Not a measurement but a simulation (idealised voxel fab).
Documented hereafter: the process module known as voxel self aligned vias.
Cross-sectional view cut (width: 215 nm; square cell size: 5 nm).
Throughout this document, each cross-section is represented as a grid of square cells and is presented as a sequence of bands enumerated from the top downward, where a band comprises one or more rows of cells.
Look at the band entry: it leads with the top's height and the bottom's height in nm. Then it lists the materials left to right, with a width in nm for each. The word "throughout" on a single material says that material fills the band edge to edge. The word "air" is empty space.
Convention: height 0 is the level below which the wafer, as received, is all one material. The lowest band does not terminate at the bottom but continues downward, represented as "z 0 and below".
With a width like "30..40", each row of cells in the band differs from the next by the same amount, the top row carrying the first number and the bottom row the second.
Where a step carries "stayed the same", the cross-section came out of it unchanged, cell for cell.
You'll see "Enclosed internal voids" listing empty spaces that have no way open to the top, as long as they're 8 cells or more; the notation is width x height at distance, where the distance is from the left edge, and all of it is in nm.
On a step's line, text after the settings is the simulator commenting on that step.
On any step carrying a mask, the "overlay nm" setting, if present on the step's line, tells how far right of its planned place the mask lay; negative values point to the left.
**The process steps that were planned are listed below**
1. RECEIVE: material Si
2. CONFORMAL_DEP: material SiO2, thk nm 10
3. CONFORMAL_DEP: material SiCN, thk nm 5
4. DIRECTIONAL_DEP: material lowk, thk nm 20
5. DIRECTIONAL_DEP: material aC, thk nm 15
6. PATTERN: tone open, mask id LINES, material resist, width nm 30, pitch nm 75, thk nm 35, overlay nm 0
7. DIRECTIONAL_ETCH: etch materials aC, depth nm 15
8. STRIP: etch materials resist
9. DIRECTIONAL_ETCH: etch materials lowk, depth nm 20
10. STRIP: etch materials aC
11. CONFORMAL_DEP: material TiN, thk nm 5
12. FILL_DEP: material Ru, thk nm 10
13. CMP: height nm 35
14. SELECTIVE_ETCH: etch materials W Ru TiN, depth nm 5
15. FILL_DEP: material SiN, thk nm 5
16. CMP: height nm 35
17. DIRECTIONAL_DEP: material lowk, thk nm 15
18. DIRECTIONAL_DEP: material aC, thk nm 15
19. PATTERN: tone open, mask id VIAS, material resist, width nm 50, pitch nm 75, thk nm 30, overlay nm 0
20. DIRECTIONAL_ETCH: etch materials aC, depth nm 15
21. STRIP: etch materials resist
22. DIRECTIONAL_ETCH: etch materials lowk, depth nm 15
23. DIRECTIONAL_ETCH: etch materials SiN, depth nm 5
24. STRIP: etch materials aC
25. CONFORMAL_DEP: material TiN, thk nm 5
26. FILL_DEP: material Ru, thk nm 5
27. CMP: height nm 50
28. CONFORMAL_DEP: material SiCN, thk nm 5
**As-received state of the wafer in cross-section, equivalent to post-step 1**
  z 0 and below  Si throughout
  Enclosed internal voids: none
**Run as planned - first of the two wafers cross-sectioned at the end of the module**
  z 55 to 50  SiCN throughout
  z 50 to 40  45 nm lowk, 5 nm TiN, 40 nm Ru, 5 nm TiN, 25 nm lowk, 5 nm TiN, 40 nm Ru, 5 nm TiN, 45 nm lowk
  z 40 to 35  45 nm lowk, 15 nm TiN, 20 nm Ru, 15 nm TiN, 25 nm lowk, 15 nm TiN, 20 nm Ru, 15 nm TiN, 45 nm lowk
  z 35 to 30  55 nm lowk, 30 nm TiN, 45 nm lowk, 30 nm TiN, 55 nm lowk
  z 30 to 20  55 nm lowk, 5 nm TiN, 20 nm Ru, 5 nm TiN, 45 nm lowk, 5 nm TiN, 20 nm Ru, 5 nm TiN, 55 nm lowk
  z 20 to 15  55 nm lowk, 30 nm TiN, 45 nm lowk, 30 nm TiN, 55 nm lowk
  z 15 to 10  SiCN throughout
  z 10 to 0  SiO2 throughout
  z 0 and below  Si throughout
  Enclosed internal voids: none
**End of module, second wafer, cross-section. Started like the first, planned like the first, run with one mistake**
  z 55 to 50  SiCN throughout
  z 50 to 40  45 nm lowk, 5 nm TiN, 40 nm Ru, 5 nm TiN, 25 nm lowk, 5 nm TiN, 40 nm Ru, 5 nm TiN, 45 nm lowk
  z 40 to 35  45 nm lowk, 50 nm TiN, 25 nm lowk, 50 nm TiN, 45 nm lowk
  z 35 to 30  45 nm SiN, 10 nm TiN, 30 nm lowk, 10 nm TiN, 25 nm SiN, 10 nm TiN, 30 nm lowk, 10 nm TiN, 45 nm SiN
  z 30 to 20  50 nm Ru, 5 nm TiN, 30 nm lowk, 5 nm TiN, 35 nm Ru, 5 nm TiN, 30 nm lowk, 5 nm TiN, 50 nm Ru
  z 20 to 15  55 nm TiN, 30 nm lowk, 45 nm TiN, 30 nm lowk, 55 nm TiN
  z 15 to 10  SiCN throughout
  z 10 to 0  SiO2 throughout
  z 0 and below  Si throughout
  Enclosed internal voids: none
Misprocessing identified: rather than as planned, step 6 actually ran as PATTERN: tone cover, mask id LINES, material resist, width nm 30, pitch nm 75, thk nm 35, overlay nm 0
At the finish, the second wafer shows more or fewer cells for some materials than the first does: Ru: 30 more | SiN: 23 more | TiN: 23 more | lowk: 76 fewer
